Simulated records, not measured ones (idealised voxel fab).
Process module under the name voxel self aligned vias
Xsec cut, 270 nm wide, square cell size 5 nm.
For the purposes of this document, a cross-section shall be understood as a grid of square cells, specified as bands listed in top-to-bottom order, each band consisting of one or more rows of cells. For a band, the entry starts with two heights in nm, that of the top and then that of the bottom, and carries on with the band's materials in order from left to right, each alongside its width in nm; the word "full width" beside a single material means it fills the band edge to edge, and "blank" means empty space. Height is counted from the level 0, under which the received wafer is composed throughout of one material. The lowest of the bands is not closed at the bottom but continues downward, in the notation "0 -> down". A two-number width, for instance "30..40", indicates that the width is equal to the first number in the top row of the band and to the second number in the bottom row, and that it changes by a constant amount per row of cells. "no change occurred" -> step changed no cross-section cell. The entry titled "Closed void list" provides the empty spaces that have no open way to the top, restricted to those of 8 cells or more. Each is presented as width x height at distance, the distance being measured from the left edge, with all three in nm. Text after the settings on a step's line: the simulator's own remark on that step. The "overlay nm" setting may appear on a step's line; for a step that uses a mask, it gives how far to the right of its planned position the mask lay, and a negative value indicates the left.

[The steps planned for the process are as follows]
1,RECEIVE: material Si
2,CONFORMAL_DEP: material SiO2, thk nm 15
3,CONFORMAL_DEP: material SiCN, thk nm 5
4,DIRECTIONAL_DEP: material lowk, thk nm 30
5,MASKED_ETCH: tone open, mask id LINES, width nm 25, pitch nm 75, etch materials lowk, depth nm 30, overlay nm 0
6,CONFORMAL_DEP: material TiN, thk nm 5
7,FILL_DEP: material W, thk nm 10
8,CMP: height nm 50
9,SELECTIVE_ETCH: etch materials W Ru TiN, depth nm 5
10,FILL_DEP: material SiN, thk nm 5
11,CMP: height nm 50
12,DIRECTIONAL_DEP: material lowk, thk nm 15
13,MASKED_ETCH: tone open, mask id VIAS, width nm 45, pitch nm 75, etch materials lowk, depth nm 15, overlay nm 0
14,MASKED_ETCH: tone open, mask id VIAS, width nm 45, pitch nm 75, etch materials SiN, depth nm 5, overlay nm 0
15,CONFORMAL_DEP: material TiN, thk nm 5
16,FILL_DEP: material Cu, thk nm 10
17,CMP: height nm 65
18,CONFORMAL_DEP: material SiN, thk nm 5

[Delivered wafer in cross-section: state after step 1]
  0 -> down = Si full width
  Closed void list: none

[The following cross-section depicts the wafer upon conclusion of the module. Processing commenced from the starting condition illustrated above and adhered to the plan illustrated above, save for one mistake in execution]
  70 -> 65 = SiN full width
  65 -> 55 = 35 nm lowk; 5 nm TiN; 35 nm Cu; 5 nm TiN; 30 nm lowk; 5 nm TiN; 35 nm Cu; 5 nm TiN; 30 nm lowk; 5 nm TiN; 35 nm Cu; 5 nm TiN; 40 nm lowk
  55 -> 50 = 35 nm lowk; 45 nm TiN; 30 nm lowk; 45 nm TiN; 30 nm lowk; 45 nm TiN; 40 nm lowk
  50 -> 45 = SiCN full width
  45 -> 15 = lowk full width
  15 -> 0 = SiO2 full width
  0 -> down = Si full width
  Closed void list: none
Against the plan, the run slipped here: sequence error: steps 3 and 4 interchanged
